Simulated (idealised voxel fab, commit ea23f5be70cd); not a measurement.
The process module presented herein is designated voxel capacitor over wiring.
The width of the displayed cross-section, cut, is 240 nm; its cells are square, with a size of 5 nm.
A cross-section in this document is a grid of square cells, and it is written down as bands, the top band listed before the ones below it; a band is made up of one or more rows of cells. Top, bottom (nm), then materials left to right with widths (nm); lone material tagged "everywhere" fills the whole band edge to edge; "blank" = empty space. Height is counted from the level 0, under which the received wafer is composed throughout of one material. The lowest of the bands is not closed at the bottom but continues downward, in the notation "from 0 down". Read "30 to 40" as a graded width: first number on top, second number at the bottom, same change between each pair of neighbouring rows. The cross-section has no changed cell in any step marked "no alterations made". "Closed void entries" specifies each empty space that is not open to the top and that occupies no fewer than 8 cells, using the form width x height at distance, the distance measured from the left edge and all three quantities in nm. Heads up: the bit after the settings on a step's line is the simulator's remark on that step. You can add "overlay nm" to a step's line. For a step with a mask, it describes how far the mask lay to the right of its planned position, and a negative number describes a lay to the left.
Steps planned for the process:
1: RECEIVE, material Si
2: CONFORMAL_DEP, material SiO2, thk nm 10
3: DIRECTIONAL_DEP, material TiN, thk nm 5
4: DIRECTIONAL_DEP, material W, thk nm 15
5: DIRECTIONAL_DEP, material aC, thk nm 10
6: PATTERN, tone cover, mask id METAL_1, material resist, width nm 30, pitch nm 95, thk nm 25, overlay nm 0
7: DIRECTIONAL_ETCH, etch materials aC, depth nm 10
8: STRIP, etch materials resist
9: DIRECTIONAL_ETCH, etch materials W, depth nm 15
10: DIRECTIONAL_ETCH, etch materials TiN, depth nm 5
11: STRIP, etch materials aC
12: CONFORMAL_DEP, material SiN, thk nm 5
13: FILL_DEP, material lowk, thk nm 5
14: CMP, height nm 30
15: CONFORMAL_DEP, material SiCN, thk nm 5
16: DIRECTIONAL_DEP, material lowk, thk nm 10
17: PATTERN, tone open, mask id PLUG_1, material resist, width nm 15, thk nm 20, overlay nm 0
18: DIRECTIONAL_ETCH, etch materials lowk, depth nm 10
19: DIRECTIONAL_ETCH, etch materials SiCN, depth nm 5
20: STRIP, etch materials resist
21: CONFORMAL_DEP, material TiN, thk nm 5
22: FILL_DEP, material Ru, thk nm 5
23: CMP, height nm 45
24: DIRECTIONAL_DEP, material TiN, thk nm 5
25: DIRECTIONAL_DEP, material Al2O3, thk nm 5
26: DIRECTIONAL_DEP, material TiN, thk nm 5
27: DIRECTIONAL_DEP, material aC, thk nm 15
28: PATTERN, tone cover, mask id UPPER_PLATE, material resist, width nm 70, thk nm 35, overlay nm 0
29: DIRECTIONAL_ETCH, etch materials aC, depth nm 15
30: STRIP, etch materials resist
31: DIRECTIONAL_ETCH, etch materials TiN, depth nm 5
32: DIRECTIONAL_ETCH, etch materials Al2O3, depth nm 5
33: STRIP, etch materials aC
34: MASKED_ETCH, tone cover, mask id LOWER_PLATE, width nm 80, etch materials TiN, depth nm 5, overlay nm 0
35: FILL_DEP, material SiO2, thk nm 20
36: CMP, height nm 75
37: MASKED_ETCH, tone open, mask id PLUG_2, width nm 15, etch materials SiO2, depth nm 15, overlay nm 0
38: CONFORMAL_DEP, material TiN, thk nm 5
39: FILL_DEP, material Ru, thk nm 5
40: CMP, height nm 75
41: CONFORMAL_DEP, material SiN, thk nm 5
So this is the incoming wafer in cross-section - it's already been through step 1:
> from 0 down | Si everywhere
> Closed void entries: none
Starting structure and process plan are as shown above, but one mistake was made in running the module; the wafer cross-section at the end of the module follows:
> from 80 to 75 | SiN everywhere
> from 75 to 65 | 80 of SiO2; 5 of TiN; 5 of Ru; 5 of TiN; 145 of SiO2
> from 65 to 55 | 80 to 70 of SiO2; 15 to 70 of TiN; 145 to 100 of SiO2
> from 55 to 50 | 70 of SiO2; 70 of Al2O3; 100 of SiO2
> from 50 to 45 | 65 of SiO2; 80 of TiN; 95 of SiO2
> from 45 to 35 | 70 of lowk; 5 of TiN; 5 of Ru; 5 of TiN; 155 of lowk
> from 35 to 30 | 70 of SiCN; 15 of TiN; 155 of SiCN
> from 30 to 25 | 55 of SiN; 30 of TiN; 65 of SiN; 30 of TiN; 60 of SiN
> from 25 to 10 | W everywhere
> from 10 to 0 | SiO2 everywhere
> from 0 down | Si everywhere
> Closed void entries: none
What was the processing mistake? the intended sequence of steps 3 and 4 was reversed during processing, with each occupying the position of the other
